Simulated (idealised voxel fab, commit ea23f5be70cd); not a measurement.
Module name: voxel capacitor over wiring (process module)
cross-section cut | 150 nm wide | cells 5 nm
Cross-section, as written here: a square-cell grid given band by band from the top down, where a band holds one or more rows of cells.
Top, bottom (nm), then materials left to right with widths (nm); lone material tagged "edge to edge" fills the whole band edge to edge; "air" = empty space.
Height 0 is the level under which the wafer as received is all one material. The lowest band goes on downwards, as in "0 nm and below".
Width "30->40": first value at the band's top row of cells, second value at its bottom row, equal change from row to row.
Given "left unchanged" for a step, no cell of the cross-section differs between before and after that step.
Voids not open to the top, 8 cells minimum: see "Enclosed cavity list". Written width x height at distance; distance is from the left edge; nm.
Formally, on a step line, whatever follows the settings is a remark that the simulator itself makes on the step.
Among the settings permitted on a step's line is "overlay nm"; applied to a step with a mask, it specifies the extent to which the mask lay to the right of its planned position, whereas a negative figure signifies a position to the left.

-- plan
1 RECEIVE | material Si
2 CONFORMAL_DEP | material SiO2 | thk nm 15
3 CONFORMAL_DEP | material SiCN | thk nm 5
4 DIRECTIONAL_DEP | material lowk | thk nm 20
5 DIRECTIONAL_DEP | material aC | thk nm 15
6 PATTERN | tone open | mask id METAL_1 | material resist | width nm 20 | pitch nm 90 | thk nm 35 | overlay nm 0
7 DIRECTIONAL_ETCH | etch materials aC | depth nm 15
8 STRIP | etch materials resist
9 DIRECTIONAL_ETCH | etch materials lowk | depth nm 20
10 DIRECTIONAL_ETCH | etch materials SiCN | depth nm 5
11 STRIP | etch materials aC
12 CONFORMAL_DEP | material TiN | thk nm 5
13 FILL_DEP | material Cu | thk nm 10
14 CMP | height nm 40
15 CONFORMAL_DEP | material SiCN | thk nm 5
16 DIRECTIONAL_DEP | material SiO2 | thk nm 10
17 DIRECTIONAL_DEP | material aC | thk nm 10
18 PATTERN | tone open | mask id PLUG_1 | material resist | width nm 15 | thk nm 25 | overlay nm 0
19 DIRECTIONAL_ETCH | etch materials aC | depth nm 10
20 STRIP | etch materials resist
21 DIRECTIONAL_ETCH | etch materials SiO2 | depth nm 10
22 DIRECTIONAL_ETCH | etch materials SiCN | depth nm 5
23 STRIP | etch materials aC
24 EPI | material Ru | thk nm 10
25 EPI | material Ru | thk nm 5
26 DIRECTIONAL_DEP | material TiN | thk nm 10
27 DIRECTIONAL_DEP | material SiN | thk nm 5
28 DIRECTIONAL_DEP | material TiN | thk nm 10
29 MASKED_ETCH | tone cover | mask id UPPER_PLATE | width nm 75 | etch materials TiN | depth nm 10 | overlay nm 0
30 MASKED_ETCH | tone cover | mask id UPPER_PLATE | width nm 75 | etch materials SiN | depth nm 5 | overlay nm 0
31 MASKED_ETCH | tone cover | mask id LOWER_PLATE | width nm 85 | etch materials TiN | depth nm 10 | overlay nm 0
32 FILL_DEP | material SiO2 | thk nm 15
33 CMP | height nm 90
34 MASKED_ETCH | tone open | mask id PLUG_2 | width nm 15 | etch materials SiO2 | depth nm 10 | overlay nm 0
35 CONFORMAL_DEP | material TiN | thk nm 5
36 FILL_DEP | material Cu | thk nm 10
37 CMP | height nm 90
38 CONFORMAL_DEP | material SiCN | thk nm 5

-- Step 1 complete: cross-section of the wafer as received
> 0 nm and below = Si edge to edge
> Enclosed cavity list: none

-- The cross-section shown corresponds to the wafer at the conclusion of the module. The initial structure and the process plan are those presented above; however, one mistake occurred in executing the plan
> 110 nm to 105 nm = SiCN edge to edge
> 105 nm to 95 nm = Cu edge to edge
> 95 nm to 90 nm = 40 of TiN; 5 of Cu; 105 of TiN
> 90 nm to 85 nm = 35 of SiO2; 5 of TiN; 5 of Cu; 5 of TiN; 100 of SiO2
> 85 nm to 80 nm = 35 of SiO2; 15 of TiN; 100 of SiO2
> 80 nm to 70 nm = 25 of SiO2; 75 of TiN; 50 of SiO2
> 70 nm to 65 nm = 25 of SiO2; 75 of SiN; 50 of SiO2
> 65 nm to 55 nm = 20 of SiO2; 85 of TiN; 45 of SiO2
> 55 nm to 45 nm = 25 of SiO2; 15 of Ru; 110 of SiO2
> 45 nm to 40 nm = 25 of SiCN; 15 of Ru; 110 of SiCN
> 40 nm to 20 nm = 20 of lowk; 5 of TiN; 10 of Cu; 5 of TiN; 70 of lowk; 5 of TiN; 10 of Cu; 5 of TiN; 20 of lowk
> 20 nm to 15 nm = 20 of SiCN; 20 of TiN; 70 of SiCN; 20 of TiN; 20 of SiCN
> 15 nm to 0 nm = SiO2 edge to edge
> 0 nm and below = Si edge to edge
> Enclosed cavity list: none
Plan not followed: heads up, step 37 of the plan was skipped and never actually ran
